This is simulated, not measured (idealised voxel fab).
Process module under the name voxel capacitor over wiring
Cross-section cut spans 255 nm and uses square cells 5 nm in size.
In this document a cross-section is written as a grid of square cells. It is given as a series of bands, listed from the top down, and a band is one or more rows of cells. Top height, bottom height, nm. Materials left to right, width each, nm. Single material + "all across" = fills band edge to edge. "blank" = empty. Height datum 0, below which the as-received substrate wafer is one material. Lowest band open at the bottom, running downward: "top 0, no bottom". The notation "30 to 40" denotes a width that varies across the rows of cells in the band, beginning at the first number in the top row, finishing at the second number in the bottom row, and changing by an identical amount from each row to the next. It should be understood that the words "nothing altered", when stated for a given step, signify that the cross-section underwent no change in any of its cells during that step. You'll see "Enclosed void inventory" listing empty spaces that have no way open to the top, as long as they're 8 cells or more; the notation is width x height at distance, where the distance is from the left edge, and all of it is in nm. Step line, after settings: the simulator's comment on this step. You can add "overlay nm" to a step's line. For a step with a mask, it describes how far the mask lay to the right of its planned position, and a negative number describes a lay to the left.

## Here's what the planned process steps look like
step 1: RECEIVE: material Si
step 2: CONFORMAL_DEP: material SiO2, thk nm 15
step 3: DIRECTIONAL_DEP: material TiN, thk nm 5
step 4: DIRECTIONAL_DEP: material W, thk nm 15
step 5: PATTERN: tone cover, mask id METAL_1, material resist, width nm 20, pitch nm 70, thk nm 15, overlay nm 0
step 6: DIRECTIONAL_ETCH: etch materials W, depth nm 15
step 7: DIRECTIONAL_ETCH: etch materials TiN, depth nm 5
step 8: STRIP: etch materials resist
step 9: CONFORMAL_DEP: material SiN, thk nm 5
step 10: FILL_DEP: material lowk, thk nm 10
step 11: CMP: height nm 35
step 12: CONFORMAL_DEP: material SiCN, thk nm 5
step 13: DIRECTIONAL_DEP: material lowk, thk nm 20
step 14: DIRECTIONAL_DEP: material aC, thk nm 10
step 15: PATTERN: tone open, mask id PLUG_1, material resist, width nm 15, thk nm 25, overlay nm 0
step 16: DIRECTIONAL_ETCH: etch materials aC, depth nm 10
step 17: STRIP: etch materials resist
step 18: DIRECTIONAL_ETCH: etch materials lowk, depth nm 20
step 19: DIRECTIONAL_ETCH: etch materials SiCN, depth nm 5
step 20: STRIP: etch materials aC
step 21: CONFORMAL_DEP: material TiN, thk nm 5
step 22: FILL_DEP: material Ru, thk nm 10
step 23: CMP: height nm 60
step 24: DIRECTIONAL_DEP: material TiN, thk nm 10
step 25: DIRECTIONAL_DEP: material SiN, thk nm 5
step 26: DIRECTIONAL_DEP: material TiN, thk nm 5
step 27: PATTERN: tone cover, mask id UPPER_PLATE, material resist, width nm 55, thk nm 20, overlay nm 0
step 28: DIRECTIONAL_ETCH: etch materials TiN, depth nm 5
step 29: DIRECTIONAL_ETCH: etch materials SiN, depth nm 5
step 30: STRIP: etch materials resist
step 31: MASKED_ETCH: tone cover, mask id LOWER_PLATE, width nm 65, etch materials TiN, depth nm 10, overlay nm 0
step 32: FILL_DEP: material SiO2, thk nm 15
step 33: CMP: height nm 90
step 34: DIRECTIONAL_DEP: material aC, thk nm 15
step 35: PATTERN: tone open, mask id PLUG_2, material resist, width nm 15, thk nm 30, overlay nm 0
step 36: DIRECTIONAL_ETCH: etch materials aC, depth nm 15
step 37: STRIP: etch materials resist
step 38: DIRECTIONAL_ETCH: etch materials SiO2, depth nm 10
step 39: STRIP: etch materials aC
step 40: CONFORMAL_DEP: material TiN, thk nm 5
step 41: FILL_DEP: material Ru, thk nm 5
step 42: CMP: height nm 90
step 43: CONFORMAL_DEP: material SiCN, thk nm 5

## Cross-section of the wafer as it came to us, i.e., already through step 1
    top 0, no bottom  Si all across
    Enclosed void inventory: none

## Same starting wafer, same plan as above, one mistake in the execution; this is the cross-section at the end of the module
    top 95, bottom 90  SiCN all across
    top 90, bottom 85  90 Ru | 5 TiN | 15 SiO2 | 5 TiN | 140 Ru
    top 85, bottom 80  95 TiN | 15 SiO2 | 145 TiN
    top 80, bottom 75  85 SiO2 | 55 TiN | 115 SiO2
    top 75, bottom 70  85 SiO2 | 55 SiN | 115 SiO2
    top 70, bottom 60  80 SiO2 | 65 TiN | 110 SiO2
    top 60, bottom 40  85 lowk | 5 TiN | 5 Ru | 5 TiN | 155 lowk
    top 40, bottom 35  85 SiCN | 15 TiN | 155 SiCN
    top 35, bottom 20  75 lowk | 5 SiN | 20 W | 5 SiN | 40 lowk | 5 SiN | 20 W | 5 SiN | 80 lowk
    top 20, bottom 15  80 SiN | 20 TiN | 50 SiN | 20 TiN | 85 SiN
    top 15, bottom 0  SiO2 all across
    top 0, no bottom  Si all across
    Enclosed void inventory: none
what went wrong: step 35 ran with different settings than intended, the actual operation and settings being PATTERN: tone cover, mask id PLUG_2, material resist, width nm 15, thk nm 30, overlay nm 0
